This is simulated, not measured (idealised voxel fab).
process module | voxel transistor to metal
cross-section cut | 155 nm wide | cells 5 nm
A cross-section is a grid of square cells, given in bands from the top down. A band is one or more rows of cells.
Each band's line starts with the height of the band's top and of its bottom, in nm. Then come its materials from left to right, each with its width in nm. One material with "throughout" fills the band from edge to edge. "air" is empty space.
Height 0 is the level under which the wafer as received is all one material. The lowest band goes on downwards, as in "0 down".
A width such as "30 to 40" changes by the same amount from each row of cells to the next, from the band's top row to its bottom row.
"no change" after a step means that no cell of the cross-section changed.
closed voids: empty space of 8 cells or more with no open way to the top, each as width x height at its distance from the left edge, in nm
after a step's settings: what the simulator itself notes on the step
overlay nm, on a step with a mask: how far to the right of its planned place the mask lay; to the left if negative
plan
1 op RECEIVE | material Si
2 op OXIDIZE | depth nm 5
3 op CONFORMAL_DEP | material SiN | thk nm 15
4 op DIRECTIONAL_DEP | material aC | thk nm 10
5 op PATTERN | tone cover | mask id ACTIVE | material resist | width nm 105 | thk nm 25 | overlay nm 0
6 op DIRECTIONAL_ETCH | etch materials aC | depth nm 10
7 op STRIP | etch materials resist
8 op DIRECTIONAL_ETCH | etch materials SiN | depth nm 15
9 op DIRECTIONAL_ETCH | etch materials SiO2 | depth nm 5
10 op DIRECTIONAL_ETCH | etch materials Si | depth nm 30
11 op STRIP | etch materials aC
12 op OXIDIZE | depth nm 5
13 op FILL_DEP | material SiO2 | thk nm 15
14 op CMP | height nm 15
15 op SELECTIVE_ETCH | etch materials SiO2 | depth nm 15
16 op STRIP | etch materials SiN
17 op SELECTIVE_ETCH | etch materials SiO2 | depth nm 5
18 op OXIDIZE | depth nm 5
19 op DIRECTIONAL_DEP | material polySi | thk nm 25
20 op DIRECTIONAL_DEP | material SiCN | thk nm 10
21 op PATTERN | tone cover | mask id GATE | material resist | width nm 15 | thk nm 15 | overlay nm 0
22 op DIRECTIONAL_ETCH | etch materials SiCN | depth nm 20
23 op DIRECTIONAL_ETCH | etch materials polySi | depth nm 35
24 op STRIP | etch materials resist
25 op CONFORMAL_DEP | material SiN | thk nm 10
26 op DIRECTIONAL_ETCH | etch materials SiN | depth nm 10
27 op DIRECTIONAL_ETCH | etch materials SiO2 | depth nm 5
28 op EPI | material nSi | thk nm 5
29 op FILL_DEP | material SiO2 | thk nm 10
30 op CMP | height nm 30
31 op DIRECTIONAL_DEP | material SiO2 | thk nm 10
32 op PATTERN | tone open | mask id CONTACT | material resist | width nm 30 | pitch nm 55 | thk nm 20 | overlay nm 0
33 op DIRECTIONAL_ETCH | etch materials SiO2 | depth nm 45
34 op STRIP | etch materials resist
35 op CONFORMAL_DEP | material TiN | thk nm 5
36 op FILL_DEP | material Ru | thk nm 5
37 op CMP | height nm 40
38 op DIRECTIONAL_DEP | material TiN | thk nm 5
39 op DIRECTIONAL_DEP | material Ru | thk nm 15
40 op PATTERN | tone cover | mask id METAL_1 | material resist | width nm 20 | pitch nm 65 | thk nm 15 | overlay nm 0
41 op DIRECTIONAL_ETCH | etch materials Ru | depth nm 15
42 op DIRECTIONAL_ETCH | etch materials TiN | depth nm 5
43 op STRIP | etch materials resist
44 op CONFORMAL_DEP | material SiN | thk nm 5
45 op FILL_DEP | material SiO2 | thk nm 5
46 op CMP | height nm 60
47 op CONFORMAL_DEP | material SiCN | thk nm 5
48 op DIRECTIONAL_DEP | material SiO2 | thk nm 35
49 op DIRECTIONAL_DEP | material aC | thk nm 10
50 op PATTERN | tone open | mask id METAL_2_HOLES | material resist | width nm 15 | pitch nm 65 | thk nm 30 | overlay nm 0
51 op DIRECTIONAL_ETCH | etch materials aC | depth nm 10
52 op STRIP | etch materials resist
53 op DIRECTIONAL_ETCH | etch materials SiO2 | depth nm 35
54 op STRIP | etch materials aC
55 op DIRECTIONAL_DEP | material aC | thk nm 15
56 op PATTERN | tone open | mask id METAL_2 | material resist | width nm 20 | pitch nm 65 | thk nm 35 | overlay nm 0
57 op DIRECTIONAL_ETCH | etch materials aC | depth nm 15
58 op STRIP | etch materials resist
59 op DIRECTIONAL_ETCH | etch materials SiO2 | depth nm 20
60 op DIRECTIONAL_ETCH | etch materials SiCN | depth nm 5
61 op STRIP | etch materials aC
62 op CONFORMAL_DEP | material TiN | thk nm 5
63 op FILL_DEP | material Ru | thk nm 5
64 op CMP | height nm 100
65 op CONFORMAL_DEP | material SiN | thk nm 5
as received, after step 1
  0 down: Si throughout
  closed voids: none
first wafer at the end, as planned
  105 to 100: SiN throughout
  100 to 85: SiO2 35 | TiN 5 | Ru 10 | TiN 5 | SiO2 45 | TiN 5 | Ru 10 | TiN 5 | SiO2 35
  85 to 80: SiO2 35 | TiN 5 | Ru 5 | TiN 10 | SiO2 45 | TiN 5 | Ru 5 | TiN 10 | SiO2 35
  80 to 65: SiO2 35 | TiN 5 | Ru 5 | TiN 5 | SiO2 50 | TiN 5 | Ru 5 | TiN 5 | SiO2 40
  65 to 60: SiCN 35 | TiN 15 | SiCN 50 | TiN 15 | SiCN 40
  60 to 45: SiO2 30 | SiN 5 | Ru 20 | SiN 5 | SiO2 35 | SiN 5 | Ru 20 | SiN 5 | SiO2 30
  45 to 40: SiN 35 | TiN 20 | SiN 45 | TiN 20 | SiN 35
  40 to 30: SiO2 35 | TiN 5 | Ru 20 to 15 | TiN 5 to 10 | SiO2 25 | TiN 5 to 10 | Ru 20 to 15 | TiN 5 | SiO2 35
  30 to 20: SiO2 35 | TiN 5 | Ru 15 | TiN 5 | SiN 10 | SiCN 15 | SiN 10 | TiN 5 | Ru 15 | TiN 5 | SiO2 35
  20 to 0: SiO2 35 | TiN 5 | Ru 15 | TiN 5 | SiN 10 | polySi 15 | SiN 10 | TiN 5 | Ru 15 | TiN 5 | SiO2 35
  0 to -5: SiO2 35 | TiN 25 | SiN 10 | polySi 15 | SiN 10 | TiN 25 | SiO2 35
  -5 to -10: SiO2 25 | nSi 35 | SiO2 35 | nSi 35 | SiO2 25
  -10 to -40: SiO2 30 | Si 95 | SiO2 30
  -40 down: Si throughout
  closed voids: none
second wafer at the end: like start, like plan, one mistake
  105 to 100: SiN throughout
  100 to 85: SiO2 35 | TiN 5 | Ru 10 | TiN 5 | SiO2 45 | TiN 5 | Ru 10 | TiN 5 | SiO2 35
  85 to 80: SiO2 35 | TiN 5 | Ru 5 | TiN 10 | SiO2 45 | TiN 5 | Ru 5 | TiN 10 | SiO2 35
  80 to 65: SiO2 35 | TiN 5 | Ru 5 | TiN 5 | SiO2 50 | TiN 5 | Ru 5 | TiN 5 | SiO2 40
  65 to 60: SiCN 35 | TiN 15 | SiCN 50 | TiN 15 | SiCN 40
  60 to 45: SiO2 25 | SiN 5 | Ru 30 | SiN 5 | SiO2 25 | SiN 5 | Ru 30 | SiN 5 | SiO2 25
  45 to 40: SiN 30 | TiN 30 | SiN 35 | TiN 30 | SiN 30
  40 to 30: SiO2 35 | TiN 5 | Ru 20 to 15 | TiN 5 to 10 | SiO2 25 | TiN 5 to 10 | Ru 20 to 15 | TiN 5 | SiO2 35
  30 to 20: SiO2 35 | TiN 5 | Ru 15 | TiN 5 | SiN 10 | SiCN 15 | SiN 10 | TiN 5 | Ru 15 | TiN 5 | SiO2 35
  20 to 0: SiO2 35 | TiN 5 | Ru 15 | TiN 5 | SiN 10 | polySi 15 | SiN 10 | TiN 5 | Ru 15 | TiN 5 | SiO2 35
  0 to -5: SiO2 35 | TiN 25 | SiN 10 | polySi 15 | SiN 10 | TiN 25 | SiO2 35
  -5 to -10: SiO2 25 | nSi 35 | SiO2 35 | nSi 35 | SiO2 25
  -10 to -40: SiO2 30 | Si 95 | SiO2 30
  -40 down: Si throughout
  closed voids: none
what went wrong: step 40 ran as: op PATTERN | tone cover | mask id METAL_1 | material resist | width nm 30 | pitch nm 65 | thk nm 15 | overlay nm 0
at the end the second wafer has, in cells: 12 more of Ru | 4 fewer of SiN | 12 fewer of SiO2 | 4 more of TiN
